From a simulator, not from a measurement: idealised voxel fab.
process module | voxel self aligned vias
cross-section cut | 265 nm wide | cells 5 nm
A cross-section is a grid of square cells, given in bands from the top down. A band is one or more rows of cells.
Each band's line starts with the height of the band's top and of its bottom, in nm. Then come its materials from left to right, each with its width in nm. One material with "throughout" fills the band from edge to edge. "air" is empty space.
Height 0 is the level under which the wafer as received is all one material. The lowest band goes on downwards, as in "0 down".
A width such as "30 to 40" changes by the same amount from each row of cells to the next, from the band's top row to its bottom row.
"no change" after a step means that no cell of the cross-section changed.
closed voids: empty space of 8 cells or more with no open way to the top, each as width x height at its distance from the left edge, in nm
after a step's settings: what the simulator itself notes on the step
overlay nm, on a step with a mask: how far to the right of its planned place the mask lay; to the left if negative
plan
1 op RECEIVE | material Si
2 op CONFORMAL_DEP | material SiO2 | thk nm 15
3 op CONFORMAL_DEP | material SiCN | thk nm 5
4 op DIRECTIONAL_DEP | material SiO2 | thk nm 30
5 op MASKED_ETCH | tone open | mask id LINES | width nm 15 | pitch nm 60 | etch materials SiO2 | depth nm 30 | overlay nm 0
6 op CONFORMAL_DEP | material TiN | thk nm 5
7 op FILL_DEP | material W | thk nm 5
8 op CMP | height nm 50
9 op SELECTIVE_ETCH | etch materials W Ru TiN | depth nm 10
10 op FILL_DEP | material SiN | thk nm 10
11 op CMP | height nm 50
12 op DIRECTIONAL_DEP | material SiO2 | thk nm 15
13 op MASKED_ETCH | tone open | mask id VIAS | width nm 45 | pitch nm 60 | etch materials SiO2 | depth nm 15 | overlay nm 0
14 op MASKED_ETCH | tone open | mask id VIAS | width nm 45 | pitch nm 60 | etch materials SiN | depth nm 10 | overlay nm 0
15 op CONFORMAL_DEP | material TiN | thk nm 5
16 op FILL_DEP | material Ru | thk nm 5
17 op CMP | height nm 65
18 op CONFORMAL_DEP | material SiCN | thk nm 5
varied across the wafers: width nm of step 5. The plan shows the first wafer's value. All wafers start alike
first wafer as received, after step 1
  0 down: Si throughout
  closed voids: none
each wafer at the end: cells of each material gained (+) or lost (-) since it was received, then its closed voids
width nm 15 | +48 Ru | +106 SiCN | +501 SiO2 | +78 TiN | +9 W | closed voids: none
width nm 20 | +54 Ru | +106 SiCN | +483 SiO2 | +81 TiN | +18 W | closed voids: none
width nm 25 | +60 Ru | +106 SiCN | +465 SiO2 | +84 TiN | +27 W | closed voids: none
width nm 30 | +66 Ru | +106 SiCN | +447 SiO2 | +87 TiN | +36 W | closed voids: none
width nm 35 | +72 Ru | +106 SiCN | +429 SiO2 | +90 TiN | +45 W | closed voids: none
width nm 40 | +78 Ru | +106 SiCN | +411 SiO2 | +93 TiN | +54 W | closed voids: none
